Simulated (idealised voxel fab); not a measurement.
process module | voxel spacer lines
cross-section cut | 160 nm wide | cells 5 nm
A cross-section is a grid of square cells, given in bands from the top down. A band is one or more rows of cells.
Each band's line starts with the height of the band's top and of its bottom, in nm. Then come its materials from left to right, each with its width in nm. One material with "throughout" fills the band from edge to edge. "air" is empty space.
Height 0 is the level under which the wafer as received is all one material. The lowest band goes on downwards, as in "0 down".
A width such as "30 to 40" changes by the same amount from each row of cells to the next, from the band's top row to its bottom row.
"no change" after a step means that no cell of the cross-section changed.
closed voids: empty space of 8 cells or more with no open way to the top, each as width x height at its distance from the left edge, in nm
after a step's settings: what the simulator itself notes on the step
overlay nm, on a step with a mask: how far to the right of its planned place the mask lay; to the left if negative
plan
1 op RECEIVE | material Si
2 op CONFORMAL_DEP | material Al2O3 | thk nm 5
3 op DIRECTIONAL_DEP | material polySi | thk nm 20
4 op DIRECTIONAL_DEP | material aC | thk nm 20
5 op PATTERN | tone cover | mask id MANDREL | material resist | width nm 25 | pitch nm 80 | thk nm 30 | overlay nm 0
6 op DIRECTIONAL_ETCH | etch materials aC | depth nm 20
7 op STRIP | etch materials resist
8 op CONFORMAL_DEP | material SiN | thk nm 15
9 op DIRECTIONAL_ETCH | etch materials SiN | depth nm 15
10 op STRIP | etch materials aC
11 op DIRECTIONAL_ETCH | etch materials polySi | depth nm 20
12 op STRIP | etch materials SiN
first wafer, as planned
as received, after step 1
  0 down: Si throughout
  closed voids: none
after step 2
  5 to 0: Al2O3 throughout
  below 0: unchanged
after step 3
  25 to 5: polySi throughout
  below 5: unchanged
after step 4
  45 to 25: aC throughout
  below 25: unchanged
after step 5
  75 to 45: air 25 | resist 25 | air 55 | resist 25 | air 30
  below 45: unchanged
after step 6
  55 to 45: air 25 | resist 25 | air 55 | resist 25 | air 30
  45 to 25: air 25 | aC 25 | air 55 | aC 25 | air 30
  below 25: unchanged
after step 7
  45 to 25: air 25 | aC 25 | air 55 | aC 25 | air 30
  below 25: unchanged
after step 8
  60 to 45: air 10 | SiN 55 | air 25 | SiN 55 | air 15
  45 to 40: air 10 | SiN 15 | aC 25 | SiN 15 | air 25 | SiN 15 | aC 25 | SiN 15 | air 15
  40 to 25: SiN 25 | aC 25 | SiN 55 | aC 25 | SiN 30
  below 25: unchanged
after step 9
  45 to 25: air 10 | SiN 15 | aC 25 | SiN 15 | air 25 | SiN 15 | aC 25 | SiN 15 | air 15
  below 25: unchanged
after step 10
  45 to 25: air 10 | SiN 15 | air 25 | SiN 15 | air 25 | SiN 15 | air 25 | SiN 15 | air 15
  below 25: unchanged
after step 11
  45 to 25: air 10 | SiN 15 | air 25 | SiN 15 | air 25 | SiN 15 | air 25 | SiN 15 | air 15
  25 to 5: air 10 | polySi 15 | air 25 | polySi 15 | air 25 | polySi 15 | air 25 | polySi 15 | air 15
  below 5: unchanged
after step 12
  25 to 5: air 10 | polySi 15 | air 25 | polySi 15 | air 25 | polySi 15 | air 25 | polySi 15 | air 15
  below 5: unchanged
second wafer: like start, like plan, one mistake. Through step 1 it matches the first wafer
when step 2 should have ended: no change
when step 3 should have ended
  20 to 0: polySi throughout
  below 0: unchanged
when step 4 should have ended
  40 to 20: aC throughout
  below 20: unchanged
when step 5 should have ended
  70 to 40: air 25 | resist 25 | air 55 | resist 25 | air 30
  below 40: unchanged
when step 6 should have ended
  50 to 40: air 25 | resist 25 | air 55 | resist 25 | air 30
  40 to 20: air 25 | aC 25 | air 55 | aC 25 | air 30
  below 20: unchanged
when step 7 should have ended
  40 to 20: air 25 | aC 25 | air 55 | aC 25 | air 30
  below 20: unchanged
when step 8 should have ended
  55 to 40: air 10 | SiN 55 | air 25 | SiN 55 | air 15
  40 to 35: air 10 | SiN 15 | aC 25 | SiN 15 | air 25 | SiN 15 | aC 25 | SiN 15 | air 15
  35 to 20: SiN 25 | aC 25 | SiN 55 | aC 25 | SiN 30
  below 20: unchanged
when step 9 should have ended
  40 to 20: air 10 | SiN 15 | aC 25 | SiN 15 | air 25 | SiN 15 | aC 25 | SiN 15 | air 15
  below 20: unchanged
when step 10 should have ended
  40 to 20: air 10 | SiN 15 | air 25 | SiN 15 | air 25 | SiN 15 | air 25 | SiN 15 | air 15
  below 20: unchanged
when step 11 should have ended
  40 to 20: air 10 | SiN 15 | air 25 | SiN 15 | air 25 | SiN 15 | air 25 | SiN 15 | air 15
  20 to 0: air 10 | polySi 15 | air 25 | polySi 15 | air 25 | polySi 15 | air 25 | polySi 15 | air 15
  below 0: unchanged
when step 12 should have ended
  20 to 0: air 10 | polySi 15 | air 25 | polySi 15 | air 25 | polySi 15 | air 25 | polySi 15 | air 15
  below 0: unchanged
what went wrong: step 2 was left out
at the end the second wafer has, in cells: 32 fewer of Al2O3
